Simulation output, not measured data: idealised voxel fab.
Process module, titled voxel local oxidation
Each square cell in cross-section cut measures 5 nm, and the section as a whole is 205 nm wide.
Cross-section layout: square cells on a grid; listed as bands, top to bottom; a band spans one or more cell rows.
Top, bottom (nm), then materials left to right with widths (nm); lone material tagged "everywhere" fills the whole band edge to edge; "air" = empty space.
It should be noted that heights are counted from 0, beneath which the wafer as supplied is of one material throughout, and that the lowest band possesses no lower boundary but continues downward, as written in "0 -> down".
Width: "30 to 40" (first number = top row, second number = bottom row, same change from row to row of cells).
"remained unchanged" (step): cross-section cells unchanged, all of them.
Look at "Closed cavity list" for the closed voids: empty spaces with no open path to the top, sized 8 cells or up. Each is width x height at distance, distance from the left edge, all nm.
Where a step's line continues beyond its settings, the continuation is a remark by the simulator itself on that step.
"overlay nm", when on a step's line for a step with a mask, measures how far to the right of its planned place the mask lay; a negative measure means to the left.

-- Steps in the process plan
| 1 | RECEIVE | material Si |
| 2 | OXIDIZE | depth nm 5 |
| 3 | CONFORMAL_DEP | material SiN | thk nm 10 |
| 4 | MASKED_ETCH | tone cover | mask id ACTIVE | width nm 105 | etch materials SiN | depth nm 10 | overlay nm 0 |
| 5 | SELECTIVE_ETCH | etch materials SiO2 | depth nm 5 |
| 6 | OXIDIZE | depth nm 10 |
| 7 | STRIP | etch materials SiN |

-- Account of the first of two wafers, which was processed as intended

-- So this is the incoming wafer in cross-section - it's already been through step 1
	0 -> down  Si everywhere
	Closed cavity list: none

-- Once step 2 is through, the wafer looks like this in cross-section
	0 -> -5  SiO2 everywhere
	Below -5, the layers are the same as they were.

-- Once step 3 is through, the wafer looks like this in cross-section
	10 -> 0  SiN everywhere
	Below 0, the layers are the same as they were.

-- Once step 4 is through, the wafer looks like this in cross-section
	10 -> 0  air 50, then SiN 105, then air 50
	Below 0, the layers are the same as they were.

-- Once step 5 is through, the wafer looks like this in cross-section
	10 -> 0  air 50, then SiN 105, then air 50
	0 -> -5  air 55, then SiO2 95, then air 55
	Below -5, the layers are the same as they were.

-- Once step 6 is through, the wafer looks like this in cross-section
	10 -> 0  air 50, then SiN 105, then air 50
	0 -> -5  air 55, then SiO2 95, then air 55
	-5 -> -15  SiO2 65, then Si 75, then SiO2 65
	Below -15, the layers are the same as they were.

-- Once step 7 is through, the wafer looks like this in cross-section
	0 -> -5  air 55, then SiO2 95, then air 55
	Below -5, the layers are the same as they were.

-- The second wafer: identical to the first at the outset and in its planned sequence, differing only in that one mistake was made during processing; up to and including step 3, its path is the first wafer's path

-- X-section, second wafer, when step 4 was due to finish
	10 -> 0  air 55, then SiN 100, then air 50
	Below 0, the layers are the same as they were.

-- X-section, second wafer, when step 5 was due to finish
	10 -> 0  air 55, then SiN 100, then air 50
	0 -> -5  air 60, then SiO2 90, then air 55
	Below -5, the layers are the same as they were.

-- X-section, second wafer, when step 6 was due to finish
	10 -> 0  air 55, then SiN 100, then air 50
	0 -> -5  air 60, then SiO2 90, then air 55
	-5 -> -15  SiO2 70, then Si 70, then SiO2 65
	Below -15, the layers are the same as they were.

-- X-section, second wafer, when step 7 was due to finish
	0 -> -5  air 60, then SiO2 90, then air 55
	Below -5, the layers are the same as they were.
Want to know what went wrong? planned and actual differ for step 4; actual: MASKED_ETCH | tone cover | mask id ACTIVE | width nm 100 | etch materials SiN | depth nm 10 | overlay nm 0
Final wafer comparison in cells, second versus first, more or fewer per material: Si: 2 fewer | SiO2: 1 more
